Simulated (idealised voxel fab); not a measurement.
Process module, titled voxel self aligned vias
Section cut is 220 nm wide and gridded with 5 nm square cells.
In this document a cross-section is written as a grid of square cells. It is given as a series of bands, listed from the top down, and a band is one or more rows of cells. First you get the band's top height and its bottom height, in nm, and then the materials it's made of, left to right, with each width in nm. If you see a single material with "all across", that one covers the band edge to edge. "blank" is empty space. Heads up on the height convention: 0 is the point under which the incoming wafer is all one material, and the lowest band has no bottom, it just keeps going down, like "top 0, no bottom". The width entry "30->40" should be interpreted row by row: the top row of cells in the band takes the first number, the bottom row takes the second number, and the change between adjacent rows is uniform throughout. Step note "no modifications" = no cross-section cell changed. Look at "Sealed void listing" for the closed voids: empty spaces with no open path to the top, sized 8 cells or up. Each is width x height at distance, distance from the left edge, all nm. Step line, after settings: the simulator's comment on this step. overlay nm: for a step with a mask, the amount by which the mask lay right of where it was planned; a negative amount means left of it. Each of the pairs that make up the rest of this document says: here is the cross-section before one process step, here is the cross-section after it, drawn only down to the lowest band that changed, and here, under the pair, is the step lying between them with its settings. Different pairs may come from different runs of this module on the same starting wafer, so a pair continues from the pair above it only where its entry headed "Snapshot before" says so.

Snapshot before
* top 70, bottom 55 = resist 45 nm, blank 30 nm, resist 20 nm, blank 30 nm, resist 20 nm, blank 30 nm, resist 45 nm
* top 55, bottom 40 = lowk all across
* top 40, bottom 35 = SiCN all across
* top 35, bottom 15 = lowk all across
* top 15, bottom 0 = SiO2 all across
* top 0, no bottom = Si all across
* Sealed void listing: none

Post-Step Cross-Section
* top 70, bottom 55 = resist 45 nm, blank 30 nm, resist 20 nm, blank 30 nm, resist 20 nm, blank 30 nm, resist 45 nm
* top 55, bottom 40 = lowk 45 nm, blank 30 nm, lowk 20 nm, blank 30 nm, lowk 20 nm, blank 30 nm, lowk 45 nm
* Note: structure below 40 unchanged.
* Sealed void listing: none
The transition between the preceding cross-sections is accomplished by DIRECTIONAL_ETCH | etch materials lowk | depth nm 15

Snapshot before: equal to the after panel directly above.

Post-Step Cross-Section
* top 55, bottom 40 = lowk 45 nm, blank 30 nm, lowk 20 nm, blank 30 nm, lowk 20 nm, blank 30 nm, lowk 45 nm
* Note: structure below 40 unchanged.
* Sealed void listing: none
The transition between the preceding cross-sections is accomplished by STRIP | etch materials resist

Snapshot before: equal to the after panel directly above.

Post-Step Cross-Section
* top 60, bottom 55 = TiN 50 nm, blank 20 nm, TiN 30 nm, blank 20 nm, TiN 30 nm, blank 20 nm, TiN 50 nm
* top 55, bottom 45 = lowk 45 nm, TiN 5 nm, blank 20 nm, TiN 5 nm, lowk 20 nm, TiN 5 nm, blank 20 nm, TiN 5 nm, lowk 20 nm, TiN 5 nm, blank 20 nm, TiN 5 nm, lowk 45 nm
* top 45, bottom 40 = lowk 45 nm, TiN 30 nm, lowk 20 nm, TiN 30 nm, lowk 20 nm, TiN 30 nm, lowk 45 nm
* Note: structure below 40 unchanged.
* Sealed void listing: none
The transition between the preceding cross-sections is accomplished by CONFORMAL_DEP | material TiN | thk nm 5

Snapshot before: equal to the after panel directly above.

Post-Step Cross-Section
* top 70, bottom 60 = W all across
* top 60, bottom 55 = TiN 50 nm, W 20 nm, TiN 30 nm, W 20 nm, TiN 30 nm, W 20 nm, TiN 50 nm
* top 55, bottom 45 = lowk 45 nm, TiN 5 nm, W 20 nm, TiN 5 nm, lowk 20 nm, TiN 5 nm, W 20 nm, TiN 5 nm, lowk 20 nm, TiN 5 nm, W 20 nm, TiN 5 nm, lowk 45 nm
* Note: structure below 45 unchanged.
* Sealed void listing: none
The transition between the preceding cross-sections is accomplished by FILL_DEP | material W | thk nm 10

Snapshot before: equal to the after panel directly above.

Post-Step Cross-Section
* top 55, bottom 45 = lowk 45 nm, TiN 5 nm, W 20 nm, TiN 5 nm, lowk 20 nm, TiN 5 nm, W 20 nm, TiN 5 nm, lowk 20 nm, TiN 5 nm, W 20 nm, TiN 5 nm, lowk 45 nm
* Note: structure below 45 unchanged.
* Sealed void listing: none
The transition between the preceding cross-sections is accomplished by CMP | height nm 55

Snapshot before: equal to the after panel directly above.

Post-Step Cross-Section
* top 60, bottom 55 = SiCN all across
* Note: structure below 55 unchanged.
* Sealed void listing: none
The transition between the preceding cross-sections is accomplished by CONFORMAL_DEP | material SiCN | thk nm 5

Snapshot before
* top 70, bottom 60 = W all across
* top 60, bottom 55 = TiN 50 nm, W 20 nm, TiN 30 nm, W 20 nm, TiN 30 nm, W 20 nm, TiN 50 nm
* top 55, bottom 45 = lowk 45 nm, TiN 5 nm, W 20 nm, TiN 5 nm, lowk 20 nm, TiN 5 nm, W 20 nm, TiN 5 nm, lowk 20 nm, TiN 5 nm, W 20 nm, TiN 5 nm, lowk 45 nm
* top 45, bottom 35 = lowk 45->50 nm, TiN 10->5 nm, W 10 nm, TiN 10->5 nm, lowk 20->30 nm, TiN 10->5 nm, W 10 nm, TiN 10->5 nm, lowk 20->30 nm, TiN 10->5 nm, W 10 nm, TiN 10->5 nm, lowk 45->50 nm
* top 35, bottom 30 = lowk 50 nm, TiN 20 nm, lowk 30 nm, TiN 20 nm, lowk 30 nm, TiN 20 nm, lowk 50 nm
* top 30, bottom 25 = lowk 50 nm, TiN 5 nm, W 10 nm, TiN 5 nm, lowk 30 nm, TiN 5 nm, W 10 nm, TiN 5 nm, lowk 30 nm, TiN 5 nm, W 10 nm, TiN 5 nm, lowk 50 nm
* top 25, bottom 20 = lowk 50 nm, TiN 20 nm, lowk 30 nm, TiN 20 nm, lowk 30 nm, TiN 20 nm, lowk 50 nm
* top 20, bottom 15 = SiCN all across
* top 15, bottom 0 = SiO2 all across
* top 0, no bottom = Si all across
* Sealed void listing: none

Post-Step Cross-Section
* top 45, bottom 35 = lowk 45->50 nm, TiN 10->5 nm, W 10 nm, TiN 10->5 nm, lowk 20->30 nm, TiN 10->5 nm, W 10 nm, TiN 10->5 nm, lowk 20->30 nm, TiN 10->5 nm, W 10 nm, TiN 10->5 nm, lowk 45->50 nm
* Note: structure below 35 unchanged.
* Sealed void listing: none
The transition between the preceding cross-sections is accomplished by CMP | height nm 45

Snapshot before: equal to the after panel directly above.

Post-Step Cross-Section
* top 50, bottom 45 = SiCN all across
* Note: structure below 45 unchanged.
* Sealed void listing: none
The transition between the preceding cross-sections is accomplished by CONFORMAL_DEP | material SiCN | thk nm 5

Snapshot before
* top 50, bottom 40 = aC all across
* top 40, bottom 20 = lowk all across
* top 20, bottom 15 = SiCN all across
* top 15, bottom 0 = SiO2 all across
* top 0, no bottom = Si all across
* Sealed void listing: none

Post-Step Cross-Section
* top 75, bottom 50 = resist 45 nm, blank 30 nm, resist 20 nm, blank 30 nm, resist 20 nm, blank 30 nm, resist 45 nm
* Note: structure below 50 unchanged.
* Sealed void listing: none
The transition between the preceding cross-sections is accomplished by PATTERN | tone open | mask id LINES | material resist | width nm 30 | pitch nm 50 | thk nm 25 | overlay nm 0

Snapshot before: equal to the after panel directly above.

Post-Step Cross-Section
* top 65, bottom 50 = resist 45 nm, blank 30 nm, resist 20 nm, blank 30 nm, resist 20 nm, blank 30 nm, resist 45 nm
* top 50, bottom 40 = aC 45 nm, blank 30 nm, aC 20 nm, blank 30 nm, aC 20 nm, blank 30 nm, aC 45 nm
* Note: structure below 40 unchanged.
* Sealed void listing: none
The transition between the preceding cross-sections is accomplished by DIRECTIONAL_ETCH | etch materials aC | depth nm 10

Snapshot before: equal to the after panel directly above.

Post-Step Cross-Section
* top 50, bottom 40 = aC 45 nm, blank 30 nm, aC 20 nm, blank 30 nm, aC 20 nm, blank 30 nm, aC 45 nm
* Note: structure below 40 unchanged.
* Sealed void listing: none
The transition between the preceding cross-sections is accomplished by STRIP | etch materials resist

Snapshot before: equal to the after panel directly above.

Post-Step Cross-Section
* top 50, bottom 40 = aC 45 nm, blank 30 nm, aC 20 nm, blank 30 nm, aC 20 nm, blank 30 nm, aC 45 nm
* top 40, bottom 20 = lowk 45 nm, blank 30 nm, lowk 20 nm, blank 30 nm, lowk 20 nm, blank 30 nm, lowk 45 nm
* Note: structure below 20 unchanged.
* Sealed void listing: none
The transition between the preceding cross-sections is accomplished by DIRECTIONAL_ETCH | etch materials lowk | depth nm 20

Snapshot before: equal to the after panel directly above.

Post-Step Cross-Section
* top 40, bottom 20 = lowk 45 nm, blank 30 nm, lowk 20 nm, blank 30 nm, lowk 20 nm, blank 30 nm, lowk 45 nm
* Note: structure below 20 unchanged.
* Sealed void listing: none
The transition between the preceding cross-sections is accomplished by STRIP | etch materials aC

Snapshot before: equal to the after panel directly above.

Post-Step Cross-Section
* top 45, bottom 40 = TiN 50 nm, blank 20 nm, TiN 30 nm, blank 20 nm, TiN 30 nm, blank 20 nm, TiN 50 nm
* top 40, bottom 25 = lowk 45 nm, TiN 5 nm, blank 20 nm, TiN 5 nm, lowk 20 nm, TiN 5 nm, blank 20 nm, TiN 5 nm, lowk 20 nm, TiN 5 nm, blank 20 nm, TiN 5 nm, lowk 45 nm
* top 25, bottom 20 = lowk 45 nm, TiN 30 nm, lowk 20 nm, TiN 30 nm, lowk 20 nm, TiN 30 nm, lowk 45 nm
* Note: structure below 20 unchanged.
* Sealed void listing: none
The transition between the preceding cross-sections is accomplished by CONFORMAL_DEP | material TiN | thk nm 5

Snapshot before: equal to the after panel directly above.

Post-Step Cross-Section
* top 55, bottom 45 = W all across
* top 45, bottom 40 = TiN 50 nm, W 20 nm, TiN 30 nm, W 20 nm, TiN 30 nm, W 20 nm, TiN 50 nm
* top 40, bottom 25 = lowk 45 nm, TiN 5 nm, W 20 nm, TiN 5 nm, lowk 20 nm, TiN 5 nm, W 20 nm, TiN 5 nm, lowk 20 nm, TiN 5 nm, W 20 nm, TiN 5 nm, lowk 45 nm
* Note: structure below 25 unchanged.
* Sealed void listing: none
The transition between the preceding cross-sections is accomplished by FILL_DEP | material W | thk nm 10

Snapshot before: equal to the after panel directly above.

Post-Step Cross-Section
* top 40, bottom 25 = lowk 45 nm, TiN 5 nm, W 20 nm, TiN 5 nm, lowk 20 nm, TiN 5 nm, W 20 nm, TiN 5 nm, lowk 20 nm, TiN 5 nm, W 20 nm, TiN 5 nm, lowk 45 nm
* Note: structure below 25 unchanged.
* Sealed void listing: none
The transition between the preceding cross-sections is accomplished by CMP | height nm 40

Snapshot before: equal to the after panel directly above.

Post-Step Cross-Section
* top 40, bottom 30 = lowk 45 nm, blank 30 nm, lowk 20 nm, blank 30 nm, lowk 20 nm, blank 30 nm, lowk 45 nm
* Note: structure below 30 unchanged.
* Sealed void listing: none
The transition between the preceding cross-sections is accomplished by SELECTIVE_ETCH | etch materials W Ru TiN | depth nm 10

Snapshot before: equal to the after panel directly above.

Post-Step Cross-Section
* top 45, bottom 40 = SiN all across
* top 40, bottom 30 = lowk 45 nm, SiN 30 nm, lowk 20 nm, SiN 30 nm, lowk 20 nm, SiN 30 nm, lowk 45 nm
* Note: structure below 30 unchanged.
* Sealed void listing: none
The transition between the preceding cross-sections is accomplished by FILL_DEP | material SiN | thk nm 5

Snapshot before: equal to the after panel directly above.

Post-Step Cross-Section
* top 40, bottom 30 = lowk 45 nm, SiN 30 nm, lowk 20 nm, SiN 30 nm, lowk 20 nm, SiN 30 nm, lowk 45 nm
* Note: structure below 30 unchanged.
* Sealed void listing: none
The transition between the preceding cross-sections is accomplished by CMP | height nm 40

Snapshot before: equal to the after panel directly above.

Post-Step Cross-Section
* top 55, bottom 40 = lowk all across
* Note: structure below 40 unchanged.
* Sealed void listing: none
The transition between the preceding cross-sections is accomplished by DIRECTIONAL_DEP | material lowk | thk nm 15

Snapshot before: equal to the after panel directly above.

Post-Step Cross-Section
* top 70, bottom 55 = resist 45 nm, blank 30 nm, resist 20 nm, blank 30 nm, resist 20 nm, blank 30 nm, resist 45 nm
* Note: structure below 55 unchanged.
* Sealed void listing: none
The transition between the preceding cross-sections is accomplished by PATTERN | tone open | mask id VIAS | material resist | width nm 30 | pitch nm 50 | thk nm 15 | overlay nm 0

Snapshot before: equal to the after panel directly above.

Post-Step Cross-Section
* top 70, bottom 55 = resist 45 nm, blank 30 nm, resist 20 nm, blank 30 nm, resist 20 nm, blank 30 nm, resist 45 nm
* top 55, bottom 40 = lowk 45 nm, blank 30 nm, lowk 20 nm, blank 30 nm, lowk 20 nm, blank 30 nm, lowk 45 nm
* Note: structure below 40 unchanged.
* Sealed void listing: none
The transition between the preceding cross-sections is accomplished by DIRECTIONAL_ETCH | etch materials lowk | depth nm 15

Snapshot before: equal to the after panel directly above.

Post-Step Cross-Section
* top 70, bottom 55 = resist 45 nm, blank 30 nm, resist 20 nm, blank 30 nm, resist 20 nm, blank 30 nm, resist 45 nm
* top 55, bottom 30 = lowk 45 nm, blank 30 nm, lowk 20 nm, blank 30 nm, lowk 20 nm, blank 30 nm, lowk 45 nm
* Note: structure below 30 unchanged.
* Sealed void listing: none
The transition between the preceding cross-sections is accomplished by DIRECTIONAL_ETCH | etch materials SiN | depth nm 10

Snapshot before: equal to the after panel directly above.

Post-Step Cross-Section
* top 55, bottom 30 = lowk 45 nm, blank 30 nm, lowk 20 nm, blank 30 nm, lowk 20 nm, blank 30 nm, lowk 45 nm
* Note: structure below 30 unchanged.
* Sealed void listing: none
The transition between the preceding cross-sections is accomplished by STRIP | etch materials resist

Snapshot before: equal to the after panel directly above.

Post-Step Cross-Section
* top 60, bottom 55 = TiN 50 nm, blank 20 nm, TiN 30 nm, blank 20 nm, TiN 30 nm, blank 20 nm, TiN 50 nm
* top 55, bottom 35 = lowk 45 nm, TiN 5 nm, blank 20 nm, TiN 5 nm, lowk 20 nm, TiN 5 nm, blank 20 nm, TiN 5 nm, lowk 20 nm, TiN 5 nm, blank 20 nm, TiN 5 nm, lowk 45 nm
* top 35, bottom 30 = lowk 45 nm, TiN 30 nm, lowk 20 nm, TiN 30 nm, lowk 20 nm, TiN 30 nm, lowk 45 nm
* Note: structure below 30 unchanged.
* Sealed void listing: none
The transition between the preceding cross-sections is accomplished by CONFORMAL_DEP | material TiN | thk nm 5

Snapshot before: equal to the after panel directly above.

Post-Step Cross-Section
* top 70, bottom 60 = W all across
* top 60, bottom 55 = TiN 50 nm, W 20 nm, TiN 30 nm, W 20 nm, TiN 30 nm, W 20 nm, TiN 50 nm
* top 55, bottom 35 = lowk 45 nm, TiN 5 nm, W 20 nm, TiN 5 nm, lowk 20 nm, TiN 5 nm, W 20 nm, TiN 5 nm, lowk 20 nm, TiN 5 nm, W 20 nm, TiN 5 nm, lowk 45 nm
* Note: structure below 35 unchanged.
* Sealed void listing: none
The transition between the preceding cross-sections is accomplished by FILL_DEP | material W | thk nm 10

Snapshot before: equal to the after panel directly above.

Post-Step Cross-Section
* top 55, bottom 35 = lowk 45 nm, TiN 5 nm, W 20 nm, TiN 5 nm, lowk 20 nm, TiN 5 nm, W 20 nm, TiN 5 nm, lowk 20 nm, TiN 5 nm, W 20 nm, TiN 5 nm, lowk 45 nm
* Note: structure below 35 unchanged.
* Sealed void listing: none
The transition between the preceding cross-sections is accomplished by CMP | height nm 55

Snapshot before: equal to the after panel directly above.

Post-Step Cross-Section
* top 60, bottom 55 = SiCN all across
* Note: structure below 55 unchanged.
* Sealed void listing: none
The transition between the preceding cross-sections is accomplished by CONFORMAL_DEP | material SiCN | thk nm 5

Snapshot before
* top 50, bottom 40 = aC all across
* top 40, bottom 20 = lowk all across
* top 20, bottom 15 = SiCN all across
* top 15, bottom 0 = SiO2 all across
* top 0, no bottom = Si all across
* Sealed void listing: none

Post-Step Cross-Section
* top 75, bottom 50 = resist 60 nm, blank 20 nm, resist 30 nm, blank 20 nm, resist 30 nm, blank 20 nm, resist 40 nm
* Note: structure below 50 unchanged.
* Sealed void listing: none
The transition between the preceding cross-sections is accomplished by PATTERN | tone open | mask id LINES | material resist | width nm 20 | pitch nm 50 | thk nm 25 | overlay nm 10

Snapshot before: equal to the after panel directly above.

Post-Step Cross-Section
* top 65, bottom 50 = resist 60 nm, blank 20 nm, resist 30 nm, blank 20 nm, resist 30 nm, blank 20 nm, resist 40 nm
* top 50, bottom 40 = aC 60 nm, blank 20 nm, aC 30 nm, blank 20 nm, aC 30 nm, blank 20 nm, aC 40 nm
* Note: structure below 40 unchanged.
* Sealed void listing: none
The transition between the preceding cross-sections is accomplished by DIRECTIONAL_ETCH | etch materials aC | depth nm 10

Snapshot before: equal to the after panel directly above.

Post-Step Cross-Section
* top 50, bottom 40 = aC 60 nm, blank 20 nm, aC 30 nm, blank 20 nm, aC 30 nm, blank 20 nm, aC 40 nm
* Note: structure below 40 unchanged.
* Sealed void listing: none
The transition between the preceding cross-sections is accomplished by STRIP | etch materials resist

Snapshot before: equal to the after panel directly above.

Post-Step Cross-Section
* top 50, bottom 40 = aC 60 nm, blank 20 nm, aC 30 nm, blank 20 nm, aC 30 nm, blank 20 nm, aC 40 nm
* top 40, bottom 20 = lowk 60 nm, blank 20 nm, lowk 30 nm, blank 20 nm, lowk 30 nm, blank 20 nm, lowk 40 nm
* Note: structure below 20 unchanged.
* Sealed void listing: none
The transition between the preceding cross-sections is accomplished by DIRECTIONAL_ETCH | etch materials lowk | depth nm 20

Snapshot before: equal to the after panel directly above.

Post-Step Cross-Section
* top 40, bottom 20 = lowk 60 nm, blank 20 nm, lowk 30 nm, blank 20 nm, lowk 30 nm, blank 20 nm, lowk 40 nm
* Note: structure below 20 unchanged.
* Sealed void listing: none
The transition between the preceding cross-sections is accomplished by STRIP | etch materials aC

Snapshot before: equal to the after panel directly above.

Post-Step Cross-Section
* top 45, bottom 40 = TiN 65 nm, blank 10 nm, TiN 40 nm, blank 10 nm, TiN 40 nm, blank 10 nm, TiN 45 nm
* top 40, bottom 25 = lowk 60 nm, TiN 5 nm, blank 10 nm, TiN 5 nm, lowk 30 nm, TiN 5 nm, blank 10 nm, TiN 5 nm, lowk 30 nm, TiN 5 nm, blank 10 nm, TiN 5 nm, lowk 40 nm
* top 25, bottom 20 = lowk 60 nm, TiN 20 nm, lowk 30 nm, TiN 20 nm, lowk 30 nm, TiN 20 nm, lowk 40 nm
* Note: structure below 20 unchanged.
* Sealed void listing: none
The transition between the preceding cross-sections is accomplished by CONFORMAL_DEP | material TiN | thk nm 5

Snapshot before: equal to the after panel directly above.

Post-Step Cross-Section
* top 55, bottom 45 = W all across
* top 45, bottom 40 = TiN 65 nm, W 10 nm, TiN 40 nm, W 10 nm, TiN 40 nm, W 10 nm, TiN 45 nm
* top 40, bottom 25 = lowk 60 nm, TiN 5 nm, W 10 nm, TiN 5 nm, lowk 30 nm, TiN 5 nm, W 10 nm, TiN 5 nm, lowk 30 nm, TiN 5 nm, W 10 nm, TiN 5 nm, lowk 40 nm
* Note: structure below 25 unchanged.
* Sealed void listing: none
The transition between the preceding cross-sections is accomplished by FILL_DEP | material W | thk nm 10

Snapshot before: equal to the after panel directly above.

Post-Step Cross-Section
* top 40, bottom 25 = lowk 60 nm, TiN 5 nm, W 10 nm, TiN 5 nm, lowk 30 nm, TiN 5 nm, W 10 nm, TiN 5 nm, lowk 30 nm, TiN 5 nm, W 10 nm, TiN 5 nm, lowk 40 nm
* Note: structure below 25 unchanged.
* Sealed void listing: none
The transition between the preceding cross-sections is accomplished by CMP | height nm 40

Snapshot before: equal to the after panel directly above.

Post-Step Cross-Section
* top 40, bottom 30 = lowk 60 nm, blank 20 nm, lowk 30 nm, blank 20 nm, lowk 30 nm, blank 20 nm, lowk 40 nm
* Note: structure below 30 unchanged.
* Sealed void listing: none
The transition between the preceding cross-sections is accomplished by SELECTIVE_ETCH | etch materials W Ru TiN | depth nm 10

Snapshot before: equal to the after panel directly above.

Post-Step Cross-Section
* top 45, bottom 40 = SiN all across
* top 40, bottom 30 = lowk 60 nm, SiN 20 nm, lowk 30 nm, SiN 20 nm, lowk 30 nm, SiN 20 nm, lowk 40 nm
* Note: structure below 30 unchanged.
* Sealed void listing: none
The transition between the preceding cross-sections is accomplished by FILL_DEP | material SiN | thk nm 5

Snapshot before: equal to the after panel directly above.

Post-Step Cross-Section
* top 40, bottom 30 = lowk 60 nm, SiN 20 nm, lowk 30 nm, SiN 20 nm, lowk 30 nm, SiN 20 nm, lowk 40 nm
* Note: structure below 30 unchanged.
* Sealed void listing: none
The transition between the preceding cross-sections is accomplished by CMP | height nm 40

Snapshot before: equal to the after panel directly above.

Post-Step Cross-Section
* top 55, bottom 40 = lowk all across
* Note: structure below 40 unchanged.
* Sealed void listing: none
The transition between the preceding cross-sections is accomplished by DIRECTIONAL_DEP | material lowk | thk nm 15

Snapshot before: equal to the after panel directly above.

Post-Step Cross-Section
* top 70, bottom 55 = resist 45 nm, blank 30 nm, resist 20 nm, blank 30 nm, resist 20 nm, blank 30 nm, resist 45 nm
* Note: structure below 55 unchanged.
* Sealed void listing: none
The transition between the preceding cross-sections is accomplished by PATTERN | tone open | mask id VIAS | material resist | width nm 30 | pitch nm 50 | thk nm 15 | overlay nm 0

Snapshot before: equal to the after panel directly above.

Post-Step Cross-Section
* top 70, bottom 55 = resist 45 nm, blank 30 nm, resist 20 nm, blank 30 nm, resist 20 nm, blank 30 nm, resist 45 nm
* top 55, bottom 40 = lowk 45 nm, blank 30 nm, lowk 20 nm, blank 30 nm, lowk 20 nm, blank 30 nm, lowk 45 nm
* Note: structure below 40 unchanged.
* Sealed void listing: none
The transition between the preceding cross-sections is accomplished by DIRECTIONAL_ETCH | etch materials lowk | depth nm 15

Snapshot before: equal to the after panel directly above.

Post-Step Cross-Section
* top 70, bottom 55 = resist 45 nm, blank 30 nm, resist 20 nm, blank 30 nm, resist 20 nm, blank 30 nm, resist 45 nm
* top 55, bottom 40 = lowk 45 nm, blank 30 nm, lowk 20 nm, blank 30 nm, lowk 20 nm, blank 30 nm, lowk 45 nm
* top 40, bottom 30 = lowk 60 nm, blank 15 nm, SiN 5 nm, lowk 30 nm, blank 15 nm, SiN 5 nm, lowk 30 nm, blank 15 nm, SiN 5 nm, lowk 40 nm
* Note: structure below 30 unchanged.
* Sealed void listing: none
The transition between the preceding cross-sections is accomplished by DIRECTIONAL_ETCH | etch materials SiN | depth nm 10

Snapshot before: equal to the after panel directly above.

Post-Step Cross-Section
* top 55, bottom 40 = lowk 45 nm, blank 30 nm, lowk 20 nm, blank 30 nm, lowk 20 nm, blank 30 nm, lowk 45 nm
* Note: structure below 40 unchanged.
* Sealed void listing: none
The transition between the preceding cross-sections is accomplished by STRIP | etch materials resist

Snapshot before: equal to the after panel directly above.

Post-Step Cross-Section
* top 60, bottom 55 = TiN 50 nm, blank 20 nm, TiN 30 nm, blank 20 nm, TiN 30 nm, blank 20 nm, TiN 50 nm
* top 55, bottom 45 = lowk 45 nm, TiN 5 nm, blank 20 nm, TiN 5 nm, lowk 20 nm, TiN 5 nm, blank 20 nm, TiN 5 nm, lowk 20 nm, TiN 5 nm, blank 20 nm, TiN 5 nm, lowk 45 nm
* top 45, bottom 40 = lowk 45 nm, TiN 20 nm, blank 5 nm, TiN 5 nm, lowk 20 nm, TiN 20 nm, blank 5 nm, TiN 5 nm, lowk 20 nm, TiN 20 nm, blank 5 nm, TiN 5 nm, lowk 45 nm
* top 40, bottom 35 = lowk 60 nm, TiN 5 nm, blank 5 nm, TiN 5 nm, SiN 5 nm, lowk 30 nm, TiN 5 nm, blank 5 nm, TiN 5 nm, SiN 5 nm, lowk 30 nm, TiN 5 nm, blank 5 nm, TiN 5 nm, SiN 5 nm, lowk 40 nm
* top 35, bottom 30 = lowk 60 nm, TiN 15 nm, SiN 5 nm, lowk 30 nm, TiN 15 nm, SiN 5 nm, lowk 30 nm, TiN 15 nm, SiN 5 nm, lowk 40 nm
* Note: structure below 30 unchanged.
* Sealed void listing: none
The transition between the preceding cross-sections is accomplished by CONFORMAL_DEP | material TiN | thk nm 5

Snapshot before: equal to the after panel directly above.

Post-Step Cross-Section
* top 70, bottom 60 = W all across
* top 60, bottom 55 = TiN 50 nm, W 20 nm, TiN 30 nm, W 20 nm, TiN 30 nm, W 20 nm, TiN 50 nm
* top 55, bottom 45 = lowk 45 nm, TiN 5 nm, W 20 nm, TiN 5 nm, lowk 20 nm, TiN 5 nm, W 20 nm, TiN 5 nm, lowk 20 nm, TiN 5 nm, W 20 nm, TiN 5 nm, lowk 45 nm
* top 45, bottom 40 = lowk 45 nm, TiN 20 nm, W 5 nm, TiN 5 nm, lowk 20 nm, TiN 20 nm, W 5 nm, TiN 5 nm, lowk 20 nm, TiN 20 nm, W 5 nm, TiN 5 nm, lowk 45 nm
* top 40, bottom 35 = lowk 60 nm, TiN 5 nm, W 5 nm, TiN 5 nm, SiN 5 nm, lowk 30 nm, TiN 5 nm, W 5 nm, TiN 5 nm, SiN 5 nm, lowk 30 nm, TiN 5 nm, W 5 nm, TiN 5 nm, SiN 5 nm, lowk 40 nm
* Note: structure below 35 unchanged.
* Sealed void listing: none
The transition between the preceding cross-sections is accomplished by FILL_DEP | material W | thk nm 10

Snapshot before: equal to the after panel directly above.

Post-Step Cross-Section
* top 55, bottom 45 = lowk 45 nm, TiN 5 nm, W 20 nm, TiN 5 nm, lowk 20 nm, TiN 5 nm, W 20 nm, TiN 5 nm, lowk 20 nm, TiN 5 nm, W 20 nm, TiN 5 nm, lowk 45 nm
* Note: structure below 45 unchanged.
* Sealed void listing: none
The transition between the preceding cross-sections is accomplished by CMP | height nm 55

Snapshot before: equal to the after panel directly above.

Post-Step Cross-Section
* top 60, bottom 55 = SiCN all across
* Note: structure below 55 unchanged.
* Sealed void listing: none
The transition between the preceding cross-sections is accomplished by CONFORMAL_DEP | material SiCN | thk nm 5

Snapshot before
* top 40, bottom 20 = lowk 50 nm, blank 20 nm, lowk 30 nm, blank 20 nm, lowk 30 nm, blank 20 nm, lowk 50 nm
* top 20, bottom 15 = SiCN all across
* top 15, bottom 0 = SiO2 all across
* top 0, no bottom = Si all across
* Sealed void listing: none

Post-Step Cross-Section
* top 45, bottom 40 = SiCN 55 nm, blank 10 nm, SiCN 40 nm, blank 10 nm, SiCN 40 nm, blank 10 nm, SiCN 55 nm
* top 40, bottom 25 = lowk 50 nm, SiCN 5 nm, blank 10 nm, SiCN 5 nm, lowk 30 nm, SiCN 5 nm, blank 10 nm, SiCN 5 nm, lowk 30 nm, SiCN 5 nm, blank 10 nm, SiCN 5 nm, lowk 50 nm
* top 25, bottom 20 = lowk 50 nm, SiCN 20 nm, lowk 30 nm, SiCN 20 nm, lowk 30 nm, SiCN 20 nm, lowk 50 nm
* Note: structure below 20 unchanged.
* Sealed void listing: none
The transition between the preceding cross-sections is accomplished by CONFORMAL_DEP | material SiCN | thk nm 5

Snapshot before: equal to the after panel directly above.

Post-Step Cross-Section
* top 55, bottom 45 = W all across
* top 45, bottom 40 = SiCN 55 nm, W 10 nm, SiCN 40 nm, W 10 nm, SiCN 40 nm, W 10 nm, SiCN 55 nm
* top 40, bottom 25 = lowk 50 nm, SiCN 5 nm, W 10 nm, SiCN 5 nm, lowk 30 nm, SiCN 5 nm, W 10 nm, SiCN 5 nm, lowk 30 nm, SiCN 5 nm, W 10 nm, SiCN 5 nm, lowk 50 nm
* Note: structure below 25 unchanged.
* Sealed void listing: none
The transition between the preceding cross-sections is accomplished by FILL_DEP | material W | thk nm 10

Snapshot before: equal to the after panel directly above.

Post-Step Cross-Section
* top 40, bottom 25 = lowk 50 nm, SiCN 5 nm, W 10 nm, SiCN 5 nm, lowk 30 nm, SiCN 5 nm, W 10 nm, SiCN 5 nm, lowk 30 nm, SiCN 5 nm, W 10 nm, SiCN 5 nm, lowk 50 nm
* Note: structure below 25 unchanged.
* Sealed void listing: none
The transition between the preceding cross-sections is accomplished by CMP | height nm 40

Snapshot before: equal to the after panel directly above.

Post-Step Cross-Section
* top 40, bottom 30 = lowk 50 nm, SiCN 5 nm, blank 10 nm, SiCN 5 nm, lowk 30 nm, SiCN 5 nm, blank 10 nm, SiCN 5 nm, lowk 30 nm, SiCN 5 nm, blank 10 nm, SiCN 5 nm, lowk 50 nm
* Note: structure below 30 unchanged.
* Sealed void listing: none
The transition between the preceding cross-sections is accomplished by SELECTIVE_ETCH | etch materials W Ru TiN | depth nm 10

Snapshot before: equal to the after panel directly above.

Post-Step Cross-Section
* top 45, bottom 40 = SiN all across
* top 40, bottom 30 = lowk 50 nm, SiCN 5 nm, SiN 10 nm, SiCN 5 nm, lowk 30 nm, SiCN 5 nm, SiN 10 nm, SiCN 5 nm, lowk 30 nm, SiCN 5 nm, SiN 10 nm, SiCN 5 nm, lowk 50 nm
* Note: structure below 30 unchanged.
* Sealed void listing: none
The transition between the preceding cross-sections is accomplished by FILL_DEP | material SiN | thk nm 5

Snapshot before: equal to the after panel directly above.

Post-Step Cross-Section
* top 40, bottom 30 = lowk 50 nm, SiCN 5 nm, SiN 10 nm, SiCN 5 nm, lowk 30 nm, SiCN 5 nm, SiN 10 nm, SiCN 5 nm, lowk 30 nm, SiCN 5 nm, SiN 10 nm, SiCN 5 nm, lowk 50 nm
* Note: structure below 30 unchanged.
* Sealed void listing: none
The transition between the preceding cross-sections is accomplished by CMP | height nm 40

Snapshot before: equal to the after panel directly above.

Post-Step Cross-Section
* top 55, bottom 40 = lowk all across
* Note: structure below 40 unchanged.
* Sealed void listing: none
The transition between the preceding cross-sections is accomplished by DIRECTIONAL_DEP | material lowk | thk nm 15

Snapshot before: equal to the after panel directly above.

Post-Step Cross-Section
* top 70, bottom 55 = resist 45 nm, blank 30 nm, resist 20 nm, blank 30 nm, resist 20 nm, blank 30 nm, resist 45 nm
* Note: structure below 55 unchanged.
* Sealed void listing: none
The transition between the preceding cross-sections is accomplished by PATTERN | tone open | mask id VIAS | material resist | width nm 30 | pitch nm 50 | thk nm 15 | overlay nm 0

Snapshot before: equal to the after panel directly above.

Post-Step Cross-Section
* top 70, bottom 55 = resist 45 nm, blank 30 nm, resist 20 nm, blank 30 nm, resist 20 nm, blank 30 nm, resist 45 nm
* top 55, bottom 40 = lowk 45 nm, blank 30 nm, lowk 20 nm, blank 30 nm, lowk 20 nm, blank 30 nm, lowk 45 nm
* Note: structure below 40 unchanged.
* Sealed void listing: none
The transition between the preceding cross-sections is accomplished by DIRECTIONAL_ETCH | etch materials lowk | depth nm 15
